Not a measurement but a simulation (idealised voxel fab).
process module | voxel transistor to metal
cross-section cut | 280 nm wide | cells 5 nm
Think of the cross-section as a grid of square cells. We describe it in bands, top to bottom, and each band covers one or more rows of those cells. Heads up on the band format: heights come first, top then bottom, in nm. After that it's the materials left to right, each with its width in nm. A single material flagged "throughout" fills the whole band edge to edge, and "empty" means there's empty space there. Beneath 0, the wafer as received is one material, and that level is where height counting begins. The lowest band goes on downward without a bottom; it is written like "top 0, no bottom". With a width like "30 to 40", each row of cells in the band differs from the next by the same amount, the top row carrying the first number and the bottom row the second. Step note "remained unchanged" = no cross-section cell changed. If an empty space has no open way to the top and is at least 8 cells in size, "Trapped cavities" lists it, written width x height at distance, where distance is measured from the left edge and every value is in nm. That trailing text on a step's line, after the settings, is the simulator's own remark on the step. Each step line may optionally specify "overlay nm", which for a step with a mask gives the rightward distance between the mask's planned place and where it lay, a negative value indicating the leftward direction.

-- Steps in the process plan
1) RECEIVE with material Si
2) OXIDIZE with depth nm 5
3) CONFORMAL_DEP with material SiN, thk nm 10
4) PATTERN with tone cover, mask id ACTIVE, material resist, width nm 110, pitch nm 130, thk nm 15, overlay nm 0
5) DIRECTIONAL_ETCH with etch materials SiN, depth nm 10
6) DIRECTIONAL_ETCH with etch materials SiO2, depth nm 5
7) DIRECTIONAL_ETCH with etch materials Si, depth nm 35
8) STRIP with etch materials resist
9) FILL_DEP with material SiO2, thk nm 10
10) CMP with height nm 10
11) SELECTIVE_ETCH with etch materials SiO2, depth nm 10
12) STRIP with etch materials SiN
13) SELECTIVE_ETCH with etch materials SiO2, depth nm 5
14) OXIDIZE with depth nm 5
15) DIRECTIONAL_DEP with material polySi, thk nm 25
16) DIRECTIONAL_DEP with material SiCN, thk nm 15
17) MASKED_ETCH with tone cover, mask id GATE, width nm 30, pitch nm 130, etch materials SiCN, depth nm 25, overlay nm 0
18) MASKED_ETCH with tone cover, mask id GATE, width nm 30, pitch nm 130, etch materials polySi, depth nm 35, overlay nm 0
19) CONFORMAL_DEP with material SiN, thk nm 10
20) DIRECTIONAL_ETCH with etch materials SiN, depth nm 10
21) DIRECTIONAL_ETCH with etch materials SiO2, depth nm 5
22) DIRECTIONAL_ETCH with etch materials Si, depth nm 5
23) EPI with material nSi, thk nm 5
24) FILL_DEP with material SiO2, thk nm 5
25) CMP with height nm 20
26) STRIP with etch materials polySi
27) SELECTIVE_ETCH with etch materials SiO2, depth nm 5
28) CONFORMAL_DEP with material HfO2, thk nm 5
29) CONFORMAL_DEP with material TiN, thk nm 5
30) FILL_DEP with material W, thk nm 5
31) CMP with height nm 15
32) DIRECTIONAL_DEP with material SiO2, thk nm 10
33) PATTERN with tone open, mask id CONTACT, material resist, width nm 15, thk nm 15, overlay nm 0
34) DIRECTIONAL_ETCH with etch materials SiO2, depth nm 35
35) STRIP with etch materials resist
36) CONFORMAL_DEP with material TiN, thk nm 5
37) FILL_DEP with material W, thk nm 10
38) CMP with height nm 25
39) CONFORMAL_DEP with material SiCN, thk nm 5
40) DIRECTIONAL_DEP with material lowk, thk nm 25
41) PATTERN with tone open, mask id METAL_1, material resist, width nm 15, thk nm 15, overlay nm 0
42) DIRECTIONAL_ETCH with etch materials lowk, depth nm 25
43) DIRECTIONAL_ETCH with etch materials SiCN, depth nm 5
44) STRIP with etch materials resist
45) CONFORMAL_DEP with material TiN, thk nm 5
46) FILL_DEP with material Ru, thk nm 5
47) CMP with height nm 55
48) CONFORMAL_DEP with material SiCN, thk nm 5

-- Cross-section of the incoming wafer, state after step 1
  top 0, no bottom: Si throughout
  Trapped cavities: none

-- First wafer of two, sectioned at end of module; run went per plan
  top 60, bottom 55: SiCN throughout
  top 55, bottom 30: lowk 30  TiN 5  Ru 5  TiN 5  lowk 60  TiN 5  Ru 5  TiN 5  lowk 40  TiN 5  Ru 5  TiN 5  lowk 60  TiN 5  Ru 5  TiN 5  lowk 30
  top 30, bottom 25: SiCN 30  TiN 15  SiCN 60  TiN 15  SiCN 40  TiN 15  SiCN 60  TiN 15  SiCN 30
  top 25, bottom 15: SiO2 30  TiN 5  W 5  TiN 5  SiO2 60  TiN 5  W 5  TiN 5  SiO2 40  TiN 5  W 5  TiN 5  SiO2 60  TiN 5  W 5  TiN 5  SiO2 30
  top 15, bottom 0: SiO2 30  TiN 5  W 5  TiN 5  SiO2 5  SiN 10  HfO2 5  TiN 5  W 10  TiN 5  HfO2 5  SiN 10  SiO2 5  TiN 5  W 5  TiN 5  SiO2 40  TiN 5  W 5  TiN 5  SiO2 5  SiN 10  HfO2 5  TiN 5  W 10  TiN 5  HfO2 5  SiN 10  SiO2 5  TiN 5  W 5  TiN 5  SiO2 30
  top 0, bottom -5: SiO2 30  TiN 5  W 5  TiN 5  SiO2 5  SiN 10  HfO2 5  TiN 20  HfO2 5  SiN 10  SiO2 5  TiN 5  W 5  TiN 5  SiO2 40  TiN 5  W 5  TiN 5  SiO2 5  SiN 10  HfO2 5  TiN 20  HfO2 5  SiN 10  SiO2 5  TiN 5  W 5  TiN 5  SiO2 30
  top -5, bottom -10: SiO2 30  TiN 15  nSi 5  SiO2 5  HfO2 40  SiO2 5  nSi 5  TiN 15  SiO2 40  TiN 15  nSi 5  SiO2 5  HfO2 40  SiO2 5  nSi 5  TiN 15  SiO2 30
  top -10, bottom -15: SiO2 20  nSi 30  Si 50  nSi 30  SiO2 20  nSi 30  Si 50  nSi 30  SiO2 20
  top -15, bottom -40: SiO2 20  Si 110  SiO2 20  Si 110  SiO2 20
  top -40, no bottom: Si throughout
  Trapped cavities: none

-- Presented here is a cross-section of the second of the two wafers as it stood at the end of the module. It was started in the same manner and assigned the same plan as the first wafer; however, one mistake was made in its execution
  top 60, bottom 55: SiCN throughout
  top 55, bottom 30: lowk 30  TiN 5  Ru 5  TiN 5  lowk 60  TiN 5  Ru 5  TiN 5  lowk 40  TiN 5  Ru 5  TiN 5  lowk 60  TiN 5  Ru 5  TiN 5  lowk 30
  top 30, bottom 25: SiCN 30  TiN 15  SiCN 60  TiN 15  SiCN 40  TiN 15  SiCN 60  TiN 15  SiCN 30
  top 25, bottom 15: SiO2 30  TiN 5  W 5  TiN 5  SiO2 60  TiN 5  W 5  TiN 5  SiO2 40  TiN 5  W 5  TiN 5  SiO2 60  TiN 5  W 5  TiN 5  SiO2 30
  top 15, bottom -5: SiO2 30  TiN 5  W 5  TiN 5  SiO2 5  SiN 10  TiN 5  W 20  TiN 5  SiN 10  SiO2 5  TiN 5  W 5  TiN 5  SiO2 40  TiN 5  W 5  TiN 5  SiO2 5  SiN 10  TiN 5  W 20  TiN 5  SiN 10  SiO2 5  TiN 5  W 5  TiN 5  SiO2 30
  top -5, bottom -10: SiO2 30  TiN 15  nSi 5  SiO2 5  TiN 40  SiO2 5  nSi 5  TiN 15  SiO2 40  TiN 15  nSi 5  SiO2 5  TiN 40  SiO2 5  nSi 5  TiN 15  SiO2 30
  top -10, bottom -15: SiO2 20  nSi 30  Si 50  nSi 30  SiO2 20  nSi 30  Si 50  nSi 30  SiO2 20
  top -15, bottom -40: SiO2 20  Si 110  SiO2 20  Si 110  SiO2 20
  top -40, no bottom: Si throughout
  Trapped cavities: none
Deviation noted in wafer processing: plan step 28 was not performed, having been skipped
At the finish, the second wafer shows more or fewer cells for some materials than the first does: HfO2 -32, TiN +12, W +20
